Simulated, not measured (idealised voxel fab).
The document below concerns the process module designated voxel gate over fins.
We display cut, a cross-section 280 nm in width whose square cells are each 5 nm.
Heads up, the way a cross-section reads in here is a grid of square cells, handed over as bands from the top down, with every band being one or more rows of cells. What a band's entry tells you: where the top is and where the bottom is, as heights in nm, and after that what lies inside, material by material from left to right, each with its width in nm. Empty space is written as the word "blank", and a single material marked with the word "edge to edge" occupies the band from edge to edge. Note: height 0 marks the level under which the wafer is uniformly one material as received. Lowest band unbounded below, written "0 -> down". Width "30 to 40": first value at the band's top row of cells, second value at its bottom row, equal change from row to row. "identical to before" means the step left every cell of the cross-section as it was. Reported under the label "Sealed voids" are the empty spaces having no open way to the top and comprising 8 cells or more; the notation for each is width x height at distance, in which the distance is measured from the left edge and all three values are in nm. Where a step's line continues beyond its settings, the continuation is a remark by the simulator itself on that step. If you see "overlay nm" on a step's line and that step has a mask, it's telling you how far right of where it was planned the mask ended up; a negative number means it went left instead.
### Intended process steps
| 1 | RECEIVE with material Si |
| 2 | CONFORMAL_DEP with material SiN, thk nm 10 |
| 3 | DIRECTIONAL_DEP with material aC, thk nm 10 |
| 4 | PATTERN with tone cover, mask id FINS, material resist, width nm 15, pitch nm 60, thk nm 30, overlay nm 0 |
| 5 | DIRECTIONAL_ETCH with etch materials aC, depth nm 10 |
| 6 | STRIP with etch materials resist |
| 7 | DIRECTIONAL_ETCH with etch materials SiN, depth nm 10 |
| 8 | DIRECTIONAL_ETCH with etch materials Si, depth nm 35 |
| 9 | STRIP with etch materials aC |
| 10 | FILL_DEP with material SiO2, thk nm 15 |
| 11 | CMP with height nm 10 |
| 12 | DIRECTIONAL_DEP with material aC, thk nm 10 |
| 13 | PATTERN with tone open, mask id RAIL, material resist, width nm 15, thk nm 25, overlay nm 0 |
| 14 | DIRECTIONAL_ETCH with etch materials aC, depth nm 10 |
| 15 | STRIP with etch materials resist |
| 16 | DIRECTIONAL_ETCH with etch materials SiO2, depth nm 40 |
| 17 | STRIP with etch materials aC |
| 18 | CONFORMAL_DEP with material TiN, thk nm 5 |
| 19 | FILL_DEP with material W, thk nm 5 |
| 20 | CMP with height nm 10 |
| 21 | SELECTIVE_ETCH with etch materials W Ru TiN, depth nm 30 |
| 22 | FILL_DEP with material SiO2, thk nm 5 |
| 23 | CMP with height nm 10 |
| 24 | SELECTIVE_ETCH with etch materials SiO2, depth nm 25 |
| 25 | STRIP with etch materials SiN |
| 26 | CONFORMAL_DEP with material HfO2, thk nm 5 |
| 27 | CONFORMAL_DEP with material TiN, thk nm 5 |
| 28 | CONFORMAL_DEP with material TiAl, thk nm 5 |
| 29 | CONFORMAL_DEP with material TiN, thk nm 5 |
| 30 | FILL_DEP with material W, thk nm 10 |
| 31 | CMP with height nm 25 |
| 32 | CONFORMAL_DEP with material SiCN, thk nm 10 |
### First of two wafers, with the run carried out as planned
### Cross-sectional view of the wafer in its as-received condition, corresponding to the state after step 1
  0 -> down  Si edge to edge
  Sealed voids: none
### Step 2 complete: cross-section through the wafer
  10 -> 0  SiN edge to edge
  No changes below 0.
### Step 3 complete: cross-section through the wafer
  20 -> 10  aC edge to edge
  No changes below 10.
### Step 4 complete: cross-section through the wafer
  50 -> 20  blank 40 nm, resist 15 nm, blank 45 nm, resist 15 nm, blank 45 nm, resist 15 nm, blank 45 nm, resist 15 nm, blank 45 nm
  No changes below 20.
### Step 5 complete: cross-section through the wafer
  40 -> 20  blank 40 nm, resist 15 nm, blank 45 nm, resist 15 nm, blank 45 nm, resist 15 nm, blank 45 nm, resist 15 nm, blank 45 nm
  20 -> 10  blank 40 nm, aC 15 nm, blank 45 nm, aC 15 nm, blank 45 nm, aC 15 nm, blank 45 nm, aC 15 nm, blank 45 nm
  No changes below 10.
### Step 6 complete: cross-section through the wafer
  20 -> 10  blank 40 nm, aC 15 nm, blank 45 nm, aC 15 nm, blank 45 nm, aC 15 nm, blank 45 nm, aC 15 nm, blank 45 nm
  No changes below 10.
### Step 7 complete: cross-section through the wafer
  20 -> 10  blank 40 nm, aC 15 nm, blank 45 nm, aC 15 nm, blank 45 nm, aC 15 nm, blank 45 nm, aC 15 nm, blank 45 nm
  10 -> 0  blank 40 nm, SiN 15 nm, blank 45 nm, SiN 15 nm, blank 45 nm, SiN 15 nm, blank 45 nm, SiN 15 nm, blank 45 nm
  No changes below 0.
### Step 8 complete: cross-section through the wafer
  20 -> 10  blank 40 nm, aC 15 nm, blank 45 nm, aC 15 nm, blank 45 nm, aC 15 nm, blank 45 nm, aC 15 nm, blank 45 nm
  10 -> 0  blank 40 nm, SiN 15 nm, blank 45 nm, SiN 15 nm, blank 45 nm, SiN 15 nm, blank 45 nm, SiN 15 nm, blank 45 nm
  0 -> -35  blank 40 nm, Si 15 nm, blank 45 nm, Si 15 nm, blank 45 nm, Si 15 nm, blank 45 nm, Si 15 nm, blank 45 nm
  No changes below -35.
### Step 9 complete: cross-section through the wafer
  10 -> 0  blank 40 nm, SiN 15 nm, blank 45 nm, SiN 15 nm, blank 45 nm, SiN 15 nm, blank 45 nm, SiN 15 nm, blank 45 nm
  No changes below 0.
### Step 10 complete: cross-section through the wafer
  25 -> 10  SiO2 edge to edge
  10 -> 0  SiO2 40 nm, SiN 15 nm, SiO2 45 nm, SiN 15 nm, SiO2 45 nm, SiN 15 nm, SiO2 45 nm, SiN 15 nm, SiO2 45 nm
  0 -> -35  SiO2 40 nm, Si 15 nm, SiO2 45 nm, Si 15 nm, SiO2 45 nm, Si 15 nm, SiO2 45 nm, Si 15 nm, SiO2 45 nm
  No changes below -35.
### Step 11 complete: cross-section through the wafer
  10 -> 0  SiO2 40 nm, SiN 15 nm, SiO2 45 nm, SiN 15 nm, SiO2 45 nm, SiN 15 nm, SiO2 45 nm, SiN 15 nm, SiO2 45 nm
  No changes below 0.
### Step 12 complete: cross-section through the wafer
  20 -> 10  aC edge to edge
  No changes below 10.
### Step 13 complete: cross-section through the wafer
  45 -> 20  resist 70 nm, blank 15 nm, resist 195 nm
  No changes below 20.
### Step 14 complete: cross-section through the wafer
  35 -> 20  resist 70 nm, blank 15 nm, resist 195 nm
  20 -> 10  aC 70 nm, blank 15 nm, aC 195 nm
  No changes below 10.
### Step 15 complete: cross-section through the wafer
  20 -> 10  aC 70 nm, blank 15 nm, aC 195 nm
  No changes below 10.
### Step 16 complete: cross-section through the wafer
  20 -> 10  aC 70 nm, blank 15 nm, aC 195 nm
  10 -> 0  SiO2 40 nm, SiN 15 nm, SiO2 15 nm, blank 15 nm, SiO2 15 nm, SiN 15 nm, SiO2 45 nm, SiN 15 nm, SiO2 45 nm, SiN 15 nm, SiO2 45 nm
  0 -> -30  SiO2 40 nm, Si 15 nm, SiO2 15 nm, blank 15 nm, SiO2 15 nm, Si 15 nm, SiO2 45 nm, Si 15 nm, SiO2 45 nm, Si 15 nm, SiO2 45 nm
  No changes below -30.
### Step 17 complete: cross-section through the wafer
  10 -> 0  SiO2 40 nm, SiN 15 nm, SiO2 15 nm, blank 15 nm, SiO2 15 nm, SiN 15 nm, SiO2 45 nm, SiN 15 nm, SiO2 45 nm, SiN 15 nm, SiO2 45 nm
  No changes below 0.
### Step 18 complete: cross-section through the wafer
  15 -> 10  TiN 75 nm, blank 5 nm, TiN 200 nm
  10 -> 0  SiO2 40 nm, SiN 15 nm, SiO2 15 nm, TiN 5 nm, blank 5 nm, TiN 5 nm, SiO2 15 nm, SiN 15 nm, SiO2 45 nm, SiN 15 nm, SiO2 45 nm, SiN 15 nm, SiO2 45 nm
  0 -> -25  SiO2 40 nm, Si 15 nm, SiO2 15 nm, TiN 5 nm, blank 5 nm, TiN 5 nm, SiO2 15 nm, Si 15 nm, SiO2 45 nm, Si 15 nm, SiO2 45 nm, Si 15 nm, SiO2 45 nm
  -25 -> -30  SiO2 40 nm, Si 15 nm, SiO2 15 nm, TiN 15 nm, SiO2 15 nm, Si 15 nm, SiO2 45 nm, Si 15 nm, SiO2 45 nm, Si 15 nm, SiO2 45 nm
  No changes below -30.
### Step 19 complete: cross-section through the wafer
  20 -> 15  W edge to edge
  15 -> 10  TiN 75 nm, W 5 nm, TiN 200 nm
  10 -> 0  SiO2 40 nm, SiN 15 nm, SiO2 15 nm, TiN 5 nm, W 5 nm, TiN 5 nm, SiO2 15 nm, SiN 15 nm, SiO2 45 nm, SiN 15 nm, SiO2 45 nm, SiN 15 nm, SiO2 45 nm
  0 -> -25  SiO2 40 nm, Si 15 nm, SiO2 15 nm, TiN 5 nm, W 5 nm, TiN 5 nm, SiO2 15 nm, Si 15 nm, SiO2 45 nm, Si 15 nm, SiO2 45 nm, Si 15 nm, SiO2 45 nm
  No changes below -25.
### Step 20 complete: cross-section through the wafer
  10 -> 0  SiO2 40 nm, SiN 15 nm, SiO2 15 nm, TiN 5 nm, W 5 nm, TiN 5 nm, SiO2 15 nm, SiN 15 nm, SiO2 45 nm, SiN 15 nm, SiO2 45 nm, SiN 15 nm, SiO2 45 nm
  No changes below 0.
### Step 21 complete: cross-section through the wafer
  10 -> 0  SiO2 40 nm, SiN 15 nm, SiO2 15 nm, blank 15 nm, SiO2 15 nm, SiN 15 nm, SiO2 45 nm, SiN 15 nm, SiO2 45 nm, SiN 15 nm, SiO2 45 nm
  0 -> -20  SiO2 40 nm, Si 15 nm, SiO2 15 nm, blank 15 nm, SiO2 15 nm, Si 15 nm, SiO2 45 nm, Si 15 nm, SiO2 45 nm, Si 15 nm, SiO2 45 nm
  No changes below -20.
### Step 22 complete: cross-section through the wafer
  15 -> 10  SiO2 edge to edge
  10 -> 0  SiO2 40 nm, SiN 15 nm, SiO2 45 nm, SiN 15 nm, SiO2 45 nm, SiN 15 nm, SiO2 45 nm, SiN 15 nm, SiO2 45 nm
  0 -> -20  SiO2 40 nm, Si 15 nm, SiO2 45 nm, Si 15 nm, SiO2 45 nm, Si 15 nm, SiO2 45 nm, Si 15 nm, SiO2 45 nm
  No changes below -20.
### Step 23 complete: cross-section through the wafer
  10 -> 0  SiO2 40 nm, SiN 15 nm, SiO2 45 nm, SiN 15 nm, SiO2 45 nm, SiN 15 nm, SiO2 45 nm, SiN 15 nm, SiO2 45 nm
  No changes below 0.
### Step 24 complete: cross-section through the wafer
  10 -> 0  blank 40 nm, SiN 15 nm, blank 45 nm, SiN 15 nm, blank 45 nm, SiN 15 nm, blank 45 nm, SiN 15 nm, blank 45 nm
  0 -> -15  blank 40 nm, Si 15 nm, blank 45 nm, Si 15 nm, blank 45 nm, Si 15 nm, blank 45 nm, Si 15 nm, blank 45 nm
  No changes below -15.
### Step 25 complete: cross-section through the wafer
  0 -> -15  blank 40 nm, Si 15 nm, blank 45 nm, Si 15 nm, blank 45 nm, Si 15 nm, blank 45 nm, Si 15 nm, blank 45 nm
  No changes below -15.
### Step 26 complete: cross-section through the wafer
  5 -> 0  blank 35 nm, HfO2 25 nm, blank 35 nm, HfO2 25 nm, blank 35 nm, HfO2 25 nm, blank 35 nm, HfO2 25 nm, blank 40 nm
  0 -> -10  blank 35 nm, HfO2 5 nm, Si 15 nm, HfO2 5 nm, blank 35 nm, HfO2 5 nm, Si 15 nm, HfO2 5 nm, blank 35 nm, HfO2 5 nm, Si 15 nm, HfO2 5 nm, blank 35 nm, HfO2 5 nm, Si 15 nm, HfO2 5 nm, blank 40 nm
  -10 -> -15  HfO2 40 nm, Si 15 nm, HfO2 45 nm, Si 15 nm, HfO2 45 nm, Si 15 nm, HfO2 45 nm, Si 15 nm, HfO2 45 nm
  No changes below -15.
### Step 27 complete: cross-section through the wafer
  10 -> 5  blank 30 nm, TiN 35 nm, blank 25 nm, TiN 35 nm, blank 25 nm, TiN 35 nm, blank 25 nm, TiN 35 nm, blank 35 nm
  5 -> 0  blank 30 nm, TiN 5 nm, HfO2 25 nm, TiN 5 nm, blank 25 nm, TiN 5 nm, HfO2 25 nm, TiN 5 nm, blank 25 nm, TiN 5 nm, HfO2 25 nm, TiN 5 nm, blank 25 nm, TiN 5 nm, HfO2 25 nm, TiN 5 nm, blank 35 nm
  0 -> -5  blank 30 nm, TiN 5 nm, HfO2 5 nm, Si 15 nm, HfO2 5 nm, TiN 5 nm, blank 25 nm, TiN 5 nm, HfO2 5 nm, Si 15 nm, HfO2 5 nm, TiN 5 nm, blank 25 nm, TiN 5 nm, HfO2 5 nm, Si 15 nm, HfO2 5 nm, TiN 5 nm, blank 25 nm, TiN 5 nm, HfO2 5 nm, Si 15 nm, HfO2 5 nm, TiN 5 nm, blank 35 nm
  -5 -> -10  TiN 35 nm, HfO2 5 nm, Si 15 nm, HfO2 5 nm, TiN 35 nm, HfO2 5 nm, Si 15 nm, HfO2 5 nm, TiN 35 nm, HfO2 5 nm, Si 15 nm, HfO2 5 nm, TiN 35 nm, HfO2 5 nm, Si 15 nm, HfO2 5 nm, TiN 40 nm
  No changes below -10.
### Step 28 complete: cross-section through the wafer
  15 -> 10  blank 25 nm, TiAl 45 nm, blank 15 nm, TiAl 45 nm, blank 15 nm, TiAl 45 nm, blank 15 nm, TiAl 45 nm, blank 30 nm
  10 -> 5  blank 25 nm, TiAl 5 nm, TiN 35 nm, TiAl 5 nm, blank 15 nm, TiAl 5 nm, TiN 35 nm, TiAl 5 nm, blank 15 nm, TiAl 5 nm, TiN 35 nm, TiAl 5 nm, blank 15 nm, TiAl 5 nm, TiN 35 nm, TiAl 5 nm, blank 30 nm
  5 -> 0  blank 25 nm, TiAl 5 nm, TiN 5 nm, HfO2 25 nm, TiN 5 nm, TiAl 5 nm, blank 15 nm, TiAl 5 nm, TiN 5 nm, HfO2 25 nm, TiN 5 nm, TiAl 5 nm, blank 15 nm, TiAl 5 nm, TiN 5 nm, HfO2 25 nm, TiN 5 nm, TiAl 5 nm, blank 15 nm, TiAl 5 nm, TiN 5 nm, HfO2 25 nm, TiN 5 nm, TiAl 5 nm, blank 30 nm
  0 -> -5  TiAl 30 nm, TiN 5 nm, HfO2 5 nm, Si 15 nm, HfO2 5 nm, TiN 5 nm, TiAl 25 nm, TiN 5 nm, HfO2 5 nm, Si 15 nm, HfO2 5 nm, TiN 5 nm, TiAl 25 nm, TiN 5 nm, HfO2 5 nm, Si 15 nm, HfO2 5 nm, TiN 5 nm, TiAl 25 nm, TiN 5 nm, HfO2 5 nm, Si 15 nm, HfO2 5 nm, TiN 5 nm, TiAl 35 nm
  No changes below -5.
### Step 29 complete: cross-section through the wafer
  20 -> 15  blank 20 nm, TiN 55 nm, blank 5 nm, TiN 55 nm, blank 5 nm, TiN 55 nm, blank 5 nm, TiN 55 nm, blank 25 nm
  15 -> 10  blank 20 nm, TiN 5 nm, TiAl 45 nm, TiN 5 nm, blank 5 nm, TiN 5 nm, TiAl 45 nm, TiN 5 nm, blank 5 nm, TiN 5 nm, TiAl 45 nm, TiN 5 nm, blank 5 nm, TiN 5 nm, TiAl 45 nm, TiN 5 nm, blank 25 nm
  10 -> 5  blank 20 nm, TiN 5 nm, TiAl 5 nm, TiN 35 nm, TiAl 5 nm, TiN 5 nm, blank 5 nm, TiN 5 nm, TiAl 5 nm, TiN 35 nm, TiAl 5 nm, TiN 5 nm, blank 5 nm, TiN 5 nm, TiAl 5 nm, TiN 35 nm, TiAl 5 nm, TiN 5 nm, blank 5 nm, TiN 5 nm, TiAl 5 nm, TiN 35 nm, TiAl 5 nm, TiN 5 nm, blank 25 nm
  5 -> 0  TiN 25 nm, TiAl 5 nm, TiN 5 nm, HfO2 25 nm, TiN 5 nm, TiAl 5 nm, TiN 15 nm, TiAl 5 nm, TiN 5 nm, HfO2 25 nm, TiN 5 nm, TiAl 5 nm, TiN 15 nm, TiAl 5 nm, TiN 5 nm, HfO2 25 nm, TiN 5 nm, TiAl 5 nm, TiN 15 nm, TiAl 5 nm, TiN 5 nm, HfO2 25 nm, TiN 5 nm, TiAl 5 nm, TiN 30 nm
  No changes below 0.
### Step 30 complete: cross-section through the wafer
  30 -> 20  W edge to edge
  20 -> 15  W 20 nm, TiN 55 nm, W 5 nm, TiN 55 nm, W 5 nm, TiN 55 nm, W 5 nm, TiN 55 nm, W 25 nm
  15 -> 10  W 20 nm, TiN 5 nm, TiAl 45 nm, TiN 5 nm, W 5 nm, TiN 5 nm, TiAl 45 nm, TiN 5 nm, W 5 nm, TiN 5 nm, TiAl 45 nm, TiN 5 nm, W 5 nm, TiN 5 nm, TiAl 45 nm, TiN 5 nm, W 25 nm
  10 -> 5  W 20 nm, TiN 5 nm, TiAl 5 nm, TiN 35 nm, TiAl 5 nm, TiN 5 nm, W 5 nm, TiN 5 nm, TiAl 5 nm, TiN 35 nm, TiAl 5 nm, TiN 5 nm, W 5 nm, TiN 5 nm, TiAl 5 nm, TiN 35 nm, TiAl 5 nm, TiN 5 nm, W 5 nm, TiN 5 nm, TiAl 5 nm, TiN 35 nm, TiAl 5 nm, TiN 5 nm, W 25 nm
  No changes below 5.
### Step 31 complete: cross-section through the wafer
  25 -> 20  W edge to edge
  No changes below 20.
### Step 32 complete: cross-section through the wafer
  35 -> 25  SiCN edge to edge
  No changes below 25.
### Companion wafer, the second of two: same beginning, same intended sequence, one mistake in carrying it out; through step 7 inclusive it tracks the first exactly
### Planned end of step 8: second wafer, cross-section
  20 -> 10  blank 40 nm, aC 15 nm, blank 45 nm, aC 15 nm, blank 45 nm, aC 15 nm, blank 45 nm, aC 15 nm, blank 45 nm
  10 -> 0  blank 40 nm, SiN 15 nm, blank 45 nm, SiN 15 nm, blank 45 nm, SiN 15 nm, blank 45 nm, SiN 15 nm, blank 45 nm
  0 -> -70  blank 40 nm, Si 15 nm, blank 45 nm, Si 15 nm, blank 45 nm, Si 15 nm, blank 45 nm, Si 15 nm, blank 45 nm
  No changes below -70.
### Planned end of step 9: second wafer, cross-section
  10 -> 0  blank 40 nm, SiN 15 nm, blank 45 nm, SiN 15 nm, blank 45 nm, SiN 15 nm, blank 45 nm, SiN 15 nm, blank 45 nm
  No changes below 0.
### Planned end of step 10: second wafer, cross-section
  25 -> 10  SiO2 edge to edge
  10 -> 0  SiO2 40 nm, SiN 15 nm, SiO2 45 nm, SiN 15 nm, SiO2 45 nm, SiN 15 nm, SiO2 45 nm, SiN 15 nm, SiO2 45 nm
  0 -> -70  SiO2 40 nm, Si 15 nm, SiO2 45 nm, Si 15 nm, SiO2 45 nm, Si 15 nm, SiO2 45 nm, Si 15 nm, SiO2 45 nm
  No changes below -70.
### Planned end of step 11: second wafer, cross-section
  10 -> 0  SiO2 40 nm, SiN 15 nm, SiO2 45 nm, SiN 15 nm, SiO2 45 nm, SiN 15 nm, SiO2 45 nm, SiN 15 nm, SiO2 45 nm
  No changes below 0.
### Planned end of step 12: second wafer, cross-section
  20 -> 10  aC edge to edge
  No changes below 10.
### Planned end of step 13: second wafer, cross-section
  45 -> 20  resist 70 nm, blank 15 nm, resist 195 nm
  No changes below 20.
### Planned end of step 14: second wafer, cross-section
  35 -> 20  resist 70 nm, blank 15 nm, resist 195 nm
  20 -> 10  aC 70 nm, blank 15 nm, aC 195 nm
  No changes below 10.
### Planned end of step 15: second wafer, cross-section
  20 -> 10  aC 70 nm, blank 15 nm, aC 195 nm
  No changes below 10.
### Planned end of step 16: second wafer, cross-section
  20 -> 10  aC 70 nm, blank 15 nm, aC 195 nm
  10 -> 0  SiO2 40 nm, SiN 15 nm, SiO2 15 nm, blank 15 nm, SiO2 15 nm, SiN 15 nm, SiO2 45 nm, SiN 15 nm, SiO2 45 nm, SiN 15 nm, SiO2 45 nm
  0 -> -30  SiO2 40 nm, Si 15 nm, SiO2 15 nm, blank 15 nm, SiO2 15 nm, Si 15 nm, SiO2 45 nm, Si 15 nm, SiO2 45 nm, Si 15 nm, SiO2 45 nm
  No changes below -30.
### Planned end of step 17: second wafer, cross-section
  10 -> 0  SiO2 40 nm, SiN 15 nm, SiO2 15 nm, blank 15 nm, SiO2 15 nm, SiN 15 nm, SiO2 45 nm, SiN 15 nm, SiO2 45 nm, SiN 15 nm, SiO2 45 nm
  No changes below 0.
### Planned end of step 18: second wafer, cross-section
  15 -> 10  TiN 75 nm, blank 5 nm, TiN 200 nm
  10 -> 0  SiO2 40 nm, SiN 15 nm, SiO2 15 nm, TiN 5 nm, blank 5 nm, TiN 5 nm, SiO2 15 nm, SiN 15 nm, SiO2 45 nm, SiN 15 nm, SiO2 45 nm, SiN 15 nm, SiO2 45 nm
  0 -> -25  SiO2 40 nm, Si 15 nm, SiO2 15 nm, TiN 5 nm, blank 5 nm, TiN 5 nm, SiO2 15 nm, Si 15 nm, SiO2 45 nm, Si 15 nm, SiO2 45 nm, Si 15 nm, SiO2 45 nm
  -25 -> -30  SiO2 40 nm, Si 15 nm, SiO2 15 nm, TiN 15 nm, SiO2 15 nm, Si 15 nm, SiO2 45 nm, Si 15 nm, SiO2 45 nm, Si 15 nm, SiO2 45 nm
  No changes below -30.
### Planned end of step 19: second wafer, cross-section
  20 -> 15  W edge to edge
  15 -> 10  TiN 75 nm, W 5 nm, TiN 200 nm
  10 -> 0  SiO2 40 nm, SiN 15 nm, SiO2 15 nm, TiN 5 nm, W 5 nm, TiN 5 nm, SiO2 15 nm, SiN 15 nm, SiO2 45 nm, SiN 15 nm, SiO2 45 nm, SiN 15 nm, SiO2 45 nm
  0 -> -25  SiO2 40 nm, Si 15 nm, SiO2 15 nm, TiN 5 nm, W 5 nm, TiN 5 nm, SiO2 15 nm, Si 15 nm, SiO2 45 nm, Si 15 nm, SiO2 45 nm, Si 15 nm, SiO2 45 nm
  No changes below -25.
### Planned end of step 20: second wafer, cross-section
  10 -> 0  SiO2 40 nm, SiN 15 nm, SiO2 15 nm, TiN 5 nm, W 5 nm, TiN 5 nm, SiO2 15 nm, SiN 15 nm, SiO2 45 nm, SiN 15 nm, SiO2 45 nm, SiN 15 nm, SiO2 45 nm
  No changes below 0.
### Planned end of step 21: second wafer, cross-section
  10 -> 0  SiO2 40 nm, SiN 15 nm, SiO2 15 nm, blank 15 nm, SiO2 15 nm, SiN 15 nm, SiO2 45 nm, SiN 15 nm, SiO2 45 nm, SiN 15 nm, SiO2 45 nm
  0 -> -20  SiO2 40 nm, Si 15 nm, SiO2 15 nm, blank 15 nm, SiO2 15 nm, Si 15 nm, SiO2 45 nm, Si 15 nm, SiO2 45 nm, Si 15 nm, SiO2 45 nm
  No changes below -20.
### Planned end of step 22: second wafer, cross-section
  15 -> 10  SiO2 edge to edge
  10 -> 0  SiO2 40 nm, SiN 15 nm, SiO2 45 nm, SiN 15 nm, SiO2 45 nm, SiN 15 nm, SiO2 45 nm, SiN 15 nm, SiO2 45 nm
  0 -> -20  SiO2 40 nm, Si 15 nm, SiO2 45 nm, Si 15 nm, SiO2 45 nm, Si 15 nm, SiO2 45 nm, Si 15 nm, SiO2 45 nm
  No changes below -20.
### Planned end of step 23: second wafer, cross-section
  10 -> 0  SiO2 40 nm, SiN 15 nm, SiO2 45 nm, SiN 15 nm, SiO2 45 nm, SiN 15 nm, SiO2 45 nm, SiN 15 nm, SiO2 45 nm
  No changes below 0.
### Planned end of step 24: second wafer, cross-section
  10 -> 0  blank 40 nm, SiN 15 nm, blank 45 nm, SiN 15 nm, blank 45 nm, SiN 15 nm, blank 45 nm, SiN 15 nm, blank 45 nm
  0 -> -15  blank 40 nm, Si 15 nm, blank 45 nm, Si 15 nm, blank 45 nm, Si 15 nm, blank 45 nm, Si 15 nm, blank 45 nm
  No changes below -15.
### Planned end of step 25: second wafer, cross-section
  0 -> -15  blank 40 nm, Si 15 nm, blank 45 nm, Si 15 nm, blank 45 nm, Si 15 nm, blank 45 nm, Si 15 nm, blank 45 nm
  No changes below -15.
### Planned end of step 26: second wafer, cross-section
  5 -> 0  blank 35 nm, HfO2 25 nm, blank 35 nm, HfO2 25 nm, blank 35 nm, HfO2 25 nm, blank 35 nm, HfO2 25 nm, blank 40 nm
  0 -> -10  blank 35 nm, HfO2 5 nm, Si 15 nm, HfO2 5 nm, blank 35 nm, HfO2 5 nm, Si 15 nm, HfO2 5 nm, blank 35 nm, HfO2 5 nm, Si 15 nm, HfO2 5 nm, blank 35 nm, HfO2 5 nm, Si 15 nm, HfO2 5 nm, blank 40 nm
  -10 -> -15  HfO2 40 nm, Si 15 nm, HfO2 45 nm, Si 15 nm, HfO2 45 nm, Si 15 nm, HfO2 45 nm, Si 15 nm, HfO2 45 nm
  No changes below -15.
### Planned end of step 27: second wafer, cross-section
  10 -> 5  blank 30 nm, TiN 35 nm, blank 25 nm, TiN 35 nm, blank 25 nm, TiN 35 nm, blank 25 nm, TiN 35 nm, blank 35 nm
  5 -> 0  blank 30 nm, TiN 5 nm, HfO2 25 nm, TiN 5 nm, blank 25 nm, TiN 5 nm, HfO2 25 nm, TiN 5 nm, blank 25 nm, TiN 5 nm, HfO2 25 nm, TiN 5 nm, blank 25 nm, TiN 5 nm, HfO2 25 nm, TiN 5 nm, blank 35 nm
  0 -> -5  blank 30 nm, TiN 5 nm, HfO2 5 nm, Si 15 nm, HfO2 5 nm, TiN 5 nm, blank 25 nm, TiN 5 nm, HfO2 5 nm, Si 15 nm, HfO2 5 nm, TiN 5 nm, blank 25 nm, TiN 5 nm, HfO2 5 nm, Si 15 nm, HfO2 5 nm, TiN 5 nm, blank 25 nm, TiN 5 nm, HfO2 5 nm, Si 15 nm, HfO2 5 nm, TiN 5 nm, blank 35 nm
  -5 -> -10  TiN 35 nm, HfO2 5 nm, Si 15 nm, HfO2 5 nm, TiN 35 nm, HfO2 5 nm, Si 15 nm, HfO2 5 nm, TiN 35 nm, HfO2 5 nm, Si 15 nm, HfO2 5 nm, TiN 35 nm, HfO2 5 nm, Si 15 nm, HfO2 5 nm, TiN 40 nm
  No changes below -10.
### Planned end of step 28: second wafer, cross-section
  15 -> 10  blank 25 nm, TiAl 45 nm, blank 15 nm, TiAl 45 nm, blank 15 nm, TiAl 45 nm, blank 15 nm, TiAl 45 nm, blank 30 nm
  10 -> 5  blank 25 nm, TiAl 5 nm, TiN 35 nm, TiAl 5 nm, blank 15 nm, TiAl 5 nm, TiN 35 nm, TiAl 5 nm, blank 15 nm, TiAl 5 nm, TiN 35 nm, TiAl 5 nm, blank 15 nm, TiAl 5 nm, TiN 35 nm, TiAl 5 nm, blank 30 nm
  5 -> 0  blank 25 nm, TiAl 5 nm, TiN 5 nm, HfO2 25 nm, TiN 5 nm, TiAl 5 nm, blank 15 nm, TiAl 5 nm, TiN 5 nm, HfO2 25 nm, TiN 5 nm, TiAl 5 nm, blank 15 nm, TiAl 5 nm, TiN 5 nm, HfO2 25 nm, TiN 5 nm, TiAl 5 nm, blank 15 nm, TiAl 5 nm, TiN 5 nm, HfO2 25 nm, TiN 5 nm, TiAl 5 nm, blank 30 nm
  0 -> -5  TiAl 30 nm, TiN 5 nm, HfO2 5 nm, Si 15 nm, HfO2 5 nm, TiN 5 nm, TiAl 25 nm, TiN 5 nm, HfO2 5 nm, Si 15 nm, HfO2 5 nm, TiN 5 nm, TiAl 25 nm, TiN 5 nm, HfO2 5 nm, Si 15 nm, HfO2 5 nm, TiN 5 nm, TiAl 25 nm, TiN 5 nm, HfO2 5 nm, Si 15 nm, HfO2 5 nm, TiN 5 nm, TiAl 35 nm
  No changes below -5.
### Planned end of step 29: second wafer, cross-section
  20 -> 15  blank 20 nm, TiN 55 nm, blank 5 nm, TiN 55 nm, blank 5 nm, TiN 55 nm, blank 5 nm, TiN 55 nm, blank 25 nm
  15 -> 10  blank 20 nm, TiN 5 nm, TiAl 45 nm, TiN 5 nm, blank 5 nm, TiN 5 nm, TiAl 45 nm, TiN 5 nm, blank 5 nm, TiN 5 nm, TiAl 45 nm, TiN 5 nm, blank 5 nm, TiN 5 nm, TiAl 45 nm, TiN 5 nm, blank 25 nm
  10 -> 5  blank 20 nm, TiN 5 nm, TiAl 5 nm, TiN 35 nm, TiAl 5 nm, TiN 5 nm, blank 5 nm, TiN 5 nm, TiAl 5 nm, TiN 35 nm, TiAl 5 nm, TiN 5 nm, blank 5 nm, TiN 5 nm, TiAl 5 nm, TiN 35 nm, TiAl 5 nm, TiN 5 nm, blank 5 nm, TiN 5 nm, TiAl 5 nm, TiN 35 nm, TiAl 5 nm, TiN 5 nm, blank 25 nm
  5 -> 0  TiN 25 nm, TiAl 5 nm, TiN 5 nm, HfO2 25 nm, TiN 5 nm, TiAl 5 nm, TiN 15 nm, TiAl 5 nm, TiN 5 nm, HfO2 25 nm, TiN 5 nm, TiAl 5 nm, TiN 15 nm, TiAl 5 nm, TiN 5 nm, HfO2 25 nm, TiN 5 nm, TiAl 5 nm, TiN 15 nm, TiAl 5 nm, TiN 5 nm, HfO2 25 nm, TiN 5 nm, TiAl 5 nm, TiN 30 nm
  No changes below 0.
### Planned end of step 30: second wafer, cross-section
  30 -> 20  W edge to edge
  20 -> 15  W 20 nm, TiN 55 nm, W 5 nm, TiN 55 nm, W 5 nm, TiN 55 nm, W 5 nm, TiN 55 nm, W 25 nm
  15 -> 10  W 20 nm, TiN 5 nm, TiAl 45 nm, TiN 5 nm, W 5 nm, TiN 5 nm, TiAl 45 nm, TiN 5 nm, W 5 nm, TiN 5 nm, TiAl 45 nm, TiN 5 nm, W 5 nm, TiN 5 nm, TiAl 45 nm, TiN 5 nm, W 25 nm
  10 -> 5  W 20 nm, TiN 5 nm, TiAl 5 nm, TiN 35 nm, TiAl 5 nm, TiN 5 nm, W 5 nm, TiN 5 nm, TiAl 5 nm, TiN 35 nm, TiAl 5 nm, TiN 5 nm, W 5 nm, TiN 5 nm, TiAl 5 nm, TiN 35 nm, TiAl 5 nm, TiN 5 nm, W 5 nm, TiN 5 nm, TiAl 5 nm, TiN 35 nm, TiAl 5 nm, TiN 5 nm, W 25 nm
  No changes below 5.
### Planned end of step 31: second wafer, cross-section
  25 -> 20  W edge to edge
  No changes below 20.
### Planned end of step 32: second wafer, cross-section
  35 -> 25  SiCN edge to edge
  No changes below 25.
It is concluded that the wafer was processed incorrectly with respect to the plan, in that plan step 8 was conducted twice
At the finish, the second wafer shows more or fewer cells for some materials than the first does: Si: 308 fewer | SiO2: 308 more
